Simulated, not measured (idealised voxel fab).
A process module follows: voxel wiring stack.
cross-section cut | 180 nm wide | cells 5 nm
The cross-sections in this document take the form of a grid made of square cells. They are written out as bands, in order from top to bottom. Each band consists of one or more rows of cells.
Within each band entry, the heights of the top and of the bottom of the band appear first, in that order and in nm; the materials of the band then follow from left to right, each with its corresponding width in nm. The designation "full width" on a single material indicates that it fills the band from edge to edge; the designation "empty" indicates empty space.
Where do heights start? At 0: under that level the wafer as delivered is made of one material only. And the lowest band has no floor; it just carries on downward, as in "0 nm and below".
Quick explanation for "30->40": the width changes in equal steps down the rows of cells, from the first number in the band's top row to the second number in its bottom row.
Step marked "no modification"? Then no cell in the cross-section changed in it.
Closed empty spaces (no open way to the top) of 8 cells or more are what "Voids lacking openings" lists, each as width x height at distance from the left edge, nm for all three.
Past the settings on a step's line: simulator remark, on that step.
overlay nm: step with mask; distance mask lay right of planned place; negative value = left of planned place.
So here's the lineup of process steps we planned:
1. RECEIVE with material Si
2. CONFORMAL_DEP with material SiO2, thk nm 10
3. DIRECTIONAL_DEP with material TiN, thk nm 5
4. DIRECTIONAL_DEP with material Ru, thk nm 20
5. PATTERN with tone cover, mask id METAL_1, material resist, width nm 30, pitch nm 45, thk nm 15, overlay nm 0
6. DIRECTIONAL_ETCH with etch materials Ru, depth nm 20
7. DIRECTIONAL_ETCH with etch materials TiN, depth nm 5
8. STRIP with etch materials resist
9. FILL_DEP with material lowk, thk nm 5
10. CMP with height nm 35
11. CONFORMAL_DEP with material SiCN, thk nm 5
12. DIRECTIONAL_DEP with material lowk, thk nm 15
13. MASKED_ETCH with tone open, mask id PLUG_1, width nm 15, pitch nm 45, etch materials lowk, depth nm 15, overlay nm 0
14. MASKED_ETCH with tone open, mask id PLUG_1, width nm 15, pitch nm 45, etch materials SiCN, depth nm 5, overlay nm 0
15. CONFORMAL_DEP with material TiN, thk nm 5
16. FILL_DEP with material Cu, thk nm 5
17. CMP with height nm 55
18. DIRECTIONAL_DEP with material TiN, thk nm 5
19. DIRECTIONAL_DEP with material W, thk nm 25
20. DIRECTIONAL_DEP with material aC, thk nm 15
21. PATTERN with tone cover, mask id METAL_2, material resist, width nm 30, pitch nm 45, thk nm 35, overlay nm 0
22. DIRECTIONAL_ETCH with etch materials aC, depth nm 15
23. STRIP with etch materials resist
24. DIRECTIONAL_ETCH with etch materials W, depth nm 25
25. DIRECTIONAL_ETCH with etch materials TiN, depth nm 5
26. STRIP with etch materials aC
27. CONFORMAL_DEP with material SiN, thk nm 5
28. FILL_DEP with material lowk, thk nm 10
29. CMP with height nm 85
30. CONFORMAL_DEP with material SiCN, thk nm 5
31. DIRECTIONAL_DEP with material lowk, thk nm 10
32. MASKED_ETCH with tone open, mask id PLUG_2, width nm 15, etch materials lowk, depth nm 10, overlay nm 0
33. MASKED_ETCH with tone open, mask id PLUG_2, width nm 15, etch materials SiCN, depth nm 5, overlay nm 0
34. EPI with material Ru, thk nm 10
35. EPI with material Ru, thk nm 5
36. DIRECTIONAL_DEP with material TiN, thk nm 5
37. DIRECTIONAL_DEP with material W, thk nm 25
38. MASKED_ETCH with tone cover, mask id METAL_3, width nm 30, pitch nm 45, etch materials W, depth nm 25, overlay nm 0
39. MASKED_ETCH with tone cover, mask id METAL_3, width nm 30, pitch nm 45, etch materials TiN, depth nm 5, overlay nm 0
40. FILL_DEP with material lowk, thk nm 5
41. CMP with height nm 130
42. CONFORMAL_DEP with material SiN, thk nm 5
First of the two wafers, run per plan:
Incoming wafer in cross-section (state: after step 1):
* 0 nm and below: Si full width
* Voids lacking openings: none
The wafer, seen in cross-section, after step 2:
* 10 nm to 0 nm: SiO2 full width
* Note: structure below 0 unchanged.
The wafer, seen in cross-section, after step 3:
* 15 nm to 10 nm: TiN full width
* Note: structure below 10 unchanged.
The wafer, seen in cross-section, after step 4:
* 35 nm to 15 nm: Ru full width
* Note: structure below 15 unchanged.
The wafer, seen in cross-section, after step 5:
* 50 nm to 35 nm: 50 of empty; 30 of resist; 15 of empty; 30 of resist; 55 of empty
* Note: structure below 35 unchanged.
The wafer, seen in cross-section, after step 6:
* 50 nm to 35 nm: 50 of empty; 30 of resist; 15 of empty; 30 of resist; 55 of empty
* 35 nm to 15 nm: 50 of empty; 30 of Ru; 15 of empty; 30 of Ru; 55 of empty
* Note: structure below 15 unchanged.
The wafer, seen in cross-section, after step 7:
* 50 nm to 35 nm: 50 of empty; 30 of resist; 15 of empty; 30 of resist; 55 of empty
* 35 nm to 15 nm: 50 of empty; 30 of Ru; 15 of empty; 30 of Ru; 55 of empty
* 15 nm to 10 nm: 50 of empty; 30 of TiN; 15 of empty; 30 of TiN; 55 of empty
* Note: structure below 10 unchanged.
The wafer, seen in cross-section, after step 8:
* 35 nm to 15 nm: 50 of empty; 30 of Ru; 15 of empty; 30 of Ru; 55 of empty
* Note: structure below 15 unchanged.
The wafer, seen in cross-section, after step 9:
* 40 nm to 35 nm: lowk full width
* 35 nm to 15 nm: 50 of lowk; 30 of Ru; 15 of lowk; 30 of Ru; 55 of lowk
* 15 nm to 10 nm: 50 of lowk; 30 of TiN; 15 of lowk; 30 of TiN; 55 of lowk
* Note: structure below 10 unchanged.
The wafer, seen in cross-section, after step 10:
* 35 nm to 15 nm: 50 of lowk; 30 of Ru; 15 of lowk; 30 of Ru; 55 of lowk
* Note: structure below 15 unchanged.
The wafer, seen in cross-section, after step 11:
* 40 nm to 35 nm: SiCN full width
* Note: structure below 35 unchanged.
The wafer, seen in cross-section, after step 12:
* 55 nm to 40 nm: lowk full width
* Note: structure below 40 unchanged.
The wafer, seen in cross-section, after step 13:
* 55 nm to 40 nm: 50 of lowk; 15 of empty; 30 of lowk; 15 of empty; 70 of lowk
* Note: structure below 40 unchanged.
The wafer, seen in cross-section, after step 14:
* 55 nm to 40 nm: 50 of lowk; 15 of empty; 30 of lowk; 15 of empty; 70 of lowk
* 40 nm to 35 nm: 50 of SiCN; 15 of empty; 30 of SiCN; 15 of empty; 70 of SiCN
* Note: structure below 35 unchanged.
The wafer, seen in cross-section, after step 15:
* 60 nm to 55 nm: 55 of TiN; 5 of empty; 40 of TiN; 5 of empty; 75 of TiN
* 55 nm to 40 nm: 50 of lowk; 5 of TiN; 5 of empty; 5 of TiN; 30 of lowk; 5 of TiN; 5 of empty; 5 of TiN; 70 of lowk
* 40 nm to 35 nm: 50 of SiCN; 15 of TiN; 30 of SiCN; 15 of TiN; 70 of SiCN
* Note: structure below 35 unchanged.
The wafer, seen in cross-section, after step 16:
* 65 nm to 60 nm: Cu full width
* 60 nm to 55 nm: 55 of TiN; 5 of Cu; 40 of TiN; 5 of Cu; 75 of TiN
* 55 nm to 40 nm: 50 of lowk; 5 of TiN; 5 of Cu; 5 of TiN; 30 of lowk; 5 of TiN; 5 of Cu; 5 of TiN; 70 of lowk
* Note: structure below 40 unchanged.
The wafer, seen in cross-section, after step 17:
* 55 nm to 40 nm: 50 of lowk; 5 of TiN; 5 of Cu; 5 of TiN; 30 of lowk; 5 of TiN; 5 of Cu; 5 of TiN; 70 of lowk
* Note: structure below 40 unchanged.
The wafer, seen in cross-section, after step 18:
* 60 nm to 55 nm: TiN full width
* Note: structure below 55 unchanged.
The wafer, seen in cross-section, after step 19:
* 85 nm to 60 nm: W full width
* Note: structure below 60 unchanged.
The wafer, seen in cross-section, after step 20:
* 100 nm to 85 nm: aC full width
* Note: structure below 85 unchanged.
The wafer, seen in cross-section, after step 21:
* 135 nm to 100 nm: 50 of empty; 30 of resist; 15 of empty; 30 of resist; 55 of empty
* Note: structure below 100 unchanged.
The wafer, seen in cross-section, after step 22:
* 120 nm to 100 nm: 50 of empty; 30 of resist; 15 of empty; 30 of resist; 55 of empty
* 100 nm to 85 nm: 50 of empty; 30 of aC; 15 of empty; 30 of aC; 55 of empty
* Note: structure below 85 unchanged.
The wafer, seen in cross-section, after step 23:
* 100 nm to 85 nm: 50 of empty; 30 of aC; 15 of empty; 30 of aC; 55 of empty
* Note: structure below 85 unchanged.
The wafer, seen in cross-section, after step 24:
* 100 nm to 85 nm: 50 of empty; 30 of aC; 15 of empty; 30 of aC; 55 of empty
* 85 nm to 60 nm: 50 of empty; 30 of W; 15 of empty; 30 of W; 55 of empty
* Note: structure below 60 unchanged.
The wafer, seen in cross-section, after step 25:
* 100 nm to 85 nm: 50 of empty; 30 of aC; 15 of empty; 30 of aC; 55 of empty
* 85 nm to 60 nm: 50 of empty; 30 of W; 15 of empty; 30 of W; 55 of empty
* 60 nm to 55 nm: 50 of empty; 30 of TiN; 15 of empty; 30 of TiN; 55 of empty
* Note: structure below 55 unchanged.
The wafer, seen in cross-section, after step 26:
* 85 nm to 60 nm: 50 of empty; 30 of W; 15 of empty; 30 of W; 55 of empty
* Note: structure below 60 unchanged.
The wafer, seen in cross-section, after step 27:
* 90 nm to 85 nm: 45 of empty; 40 of SiN; 5 of empty; 40 of SiN; 50 of empty
* 85 nm to 60 nm: 45 of empty; 5 of SiN; 30 of W; 5 of SiN; 5 of empty; 5 of SiN; 30 of W; 5 of SiN; 50 of empty
* 60 nm to 55 nm: 50 of SiN; 30 of TiN; 15 of SiN; 30 of TiN; 55 of SiN
* Note: structure below 55 unchanged.
The wafer, seen in cross-section, after step 28:
* 100 nm to 90 nm: lowk full width
* 90 nm to 85 nm: 45 of lowk; 40 of SiN; 5 of lowk; 40 of SiN; 50 of lowk
* 85 nm to 60 nm: 45 of lowk; 5 of SiN; 30 of W; 5 of SiN; 5 of lowk; 5 of SiN; 30 of W; 5 of SiN; 50 of lowk
* Note: structure below 60 unchanged.
The wafer, seen in cross-section, after step 29:
* 85 nm to 60 nm: 45 of lowk; 5 of SiN; 30 of W; 5 of SiN; 5 of lowk; 5 of SiN; 30 of W; 5 of SiN; 50 of lowk
* Note: structure below 60 unchanged.
The wafer, seen in cross-section, after step 30:
* 90 nm to 85 nm: SiCN full width
* Note: structure below 85 unchanged.
The wafer, seen in cross-section, after step 31:
* 100 nm to 90 nm: lowk full width
* Note: structure below 90 unchanged.
The wafer, seen in cross-section, after step 32:
* 100 nm to 90 nm: 50 of lowk; 15 of empty; 115 of lowk
* Note: structure below 90 unchanged.
The wafer, seen in cross-section, after step 33:
* 100 nm to 90 nm: 50 of lowk; 15 of empty; 115 of lowk
* 90 nm to 85 nm: 50 of SiCN; 15 of empty; 115 of SiCN
* Note: structure below 85 unchanged.
The wafer, seen in cross-section, after step 34:
* 100 nm to 95 nm: 50 of lowk; 15 of empty; 115 of lowk
* 95 nm to 90 nm: 50 of lowk; 15 of Ru; 115 of lowk
* 90 nm to 85 nm: 50 of SiCN; 15 of Ru; 115 of SiCN
* Note: structure below 85 unchanged.
The wafer, seen in cross-section, after step 35:
* 100 nm to 90 nm: 50 of lowk; 15 of Ru; 115 of lowk
* Note: structure below 90 unchanged.
The wafer, seen in cross-section, after step 36:
* 105 nm to 100 nm: TiN full width
* Note: structure below 100 unchanged.
The wafer, seen in cross-section, after step 37:
* 130 nm to 105 nm: W full width
* Note: structure below 105 unchanged.
The wafer, seen in cross-section, after step 38:
* 130 nm to 105 nm: 50 of empty; 30 of W; 15 of empty; 30 of W; 55 of empty
* Note: structure below 105 unchanged.
The wafer, seen in cross-section, after step 39:
* 130 nm to 105 nm: 50 of empty; 30 of W; 15 of empty; 30 of W; 55 of empty
* 105 nm to 100 nm: 50 of empty; 30 of TiN; 15 of empty; 30 of TiN; 55 of empty
* Note: structure below 100 unchanged.
The wafer, seen in cross-section, after step 40:
* 135 nm to 130 nm: lowk full width
* 130 nm to 105 nm: 50 of lowk; 30 of W; 15 of lowk; 30 of W; 55 of lowk
* 105 nm to 100 nm: 50 of lowk; 30 of TiN; 15 of lowk; 30 of TiN; 55 of lowk
* Note: structure below 100 unchanged.
The wafer, seen in cross-section, after step 41:
* 130 nm to 105 nm: 50 of lowk; 30 of W; 15 of lowk; 30 of W; 55 of lowk
* Note: structure below 105 unchanged.
The wafer, seen in cross-section, after step 42:
* 135 nm to 130 nm: SiN full width
* Note: structure below 130 unchanged.
Wafer two of the pair: same origin, same plan, one error during the run; identical to wafer one up to and including step 27:
Second wafer, section view, time point: scheduled end of step 28:
* 100 nm to 90 nm: Cu full width
* 90 nm to 85 nm: 45 of Cu; 40 of SiN; 5 of Cu; 40 of SiN; 50 of Cu
* 85 nm to 60 nm: 45 of Cu; 5 of SiN; 30 of W; 5 of SiN; 5 of Cu; 5 of SiN; 30 of W; 5 of SiN; 50 of Cu
* Note: structure below 60 unchanged.
Second wafer, section view, time point: scheduled end of step 29:
* 85 nm to 60 nm: 45 of Cu; 5 of SiN; 30 of W; 5 of SiN; 5 of Cu; 5 of SiN; 30 of W; 5 of SiN; 50 of Cu
* Note: structure below 60 unchanged.
Second wafer, section view, time point: scheduled end of step 30:
* 90 nm to 85 nm: SiCN full width
* Note: structure below 85 unchanged.
Second wafer, section view, time point: scheduled end of step 31:
* 100 nm to 90 nm: lowk full width
* Note: structure below 90 unchanged.
Second wafer, section view, time point: scheduled end of step 32:
* 100 nm to 90 nm: 50 of lowk; 15 of empty; 115 of lowk
* Note: structure below 90 unchanged.
Second wafer, section view, time point: scheduled end of step 33:
* 100 nm to 90 nm: 50 of lowk; 15 of empty; 115 of lowk
* 90 nm to 85 nm: 50 of SiCN; 15 of empty; 115 of SiCN
* Note: structure below 85 unchanged.
Second wafer, section view, time point: scheduled end of step 34:
* 100 nm to 95 nm: 50 of lowk; 15 of empty; 115 of lowk
* 95 nm to 90 nm: 50 of lowk; 15 of Ru; 115 of lowk
* 90 nm to 85 nm: 50 of SiCN; 15 of Ru; 115 of SiCN
* Note: structure below 85 unchanged.
Second wafer, section view, time point: scheduled end of step 35:
* 100 nm to 90 nm: 50 of lowk; 15 of Ru; 115 of lowk
* Note: structure below 90 unchanged.
Second wafer, section view, time point: scheduled end of step 36:
* 105 nm to 100 nm: TiN full width
* Note: structure below 100 unchanged.
Second wafer, section view, time point: scheduled end of step 37:
* 130 nm to 105 nm: W full width
* Note: structure below 105 unchanged.
Second wafer, section view, time point: scheduled end of step 38:
* 130 nm to 105 nm: 50 of empty; 30 of W; 15 of empty; 30 of W; 55 of empty
* Note: structure below 105 unchanged.
Second wafer, section view, time point: scheduled end of step 39:
* 130 nm to 105 nm: 50 of empty; 30 of W; 15 of empty; 30 of W; 55 of empty
* 105 nm to 100 nm: 50 of empty; 30 of TiN; 15 of empty; 30 of TiN; 55 of empty
* Note: structure below 100 unchanged.
Second wafer, section view, time point: scheduled end of step 40:
* 135 nm to 130 nm: lowk full width
* 130 nm to 105 nm: 50 of lowk; 30 of W; 15 of lowk; 30 of W; 55 of lowk
* 105 nm to 100 nm: 50 of lowk; 30 of TiN; 15 of lowk; 30 of TiN; 55 of lowk
* Note: structure below 100 unchanged.
Second wafer, section view, time point: scheduled end of step 41:
* 130 nm to 105 nm: 50 of lowk; 30 of W; 15 of lowk; 30 of W; 55 of lowk
* Note: structure below 105 unchanged.
Second wafer, section view, time point: scheduled end of step 42:
* 135 nm to 130 nm: SiN full width
* Note: structure below 130 unchanged.
The plan and the run diverged here: it should be noted that step 28 was executed with settings other than those planned, the operation and settings actually applied being FILL_DEP with material Cu, thk nm 10
It is noted that, at the conclusion of processing, the second wafer exhibits a higher or lower cell count for certain materials relative to the first: 100 more of Cu; 100 fewer of lowk
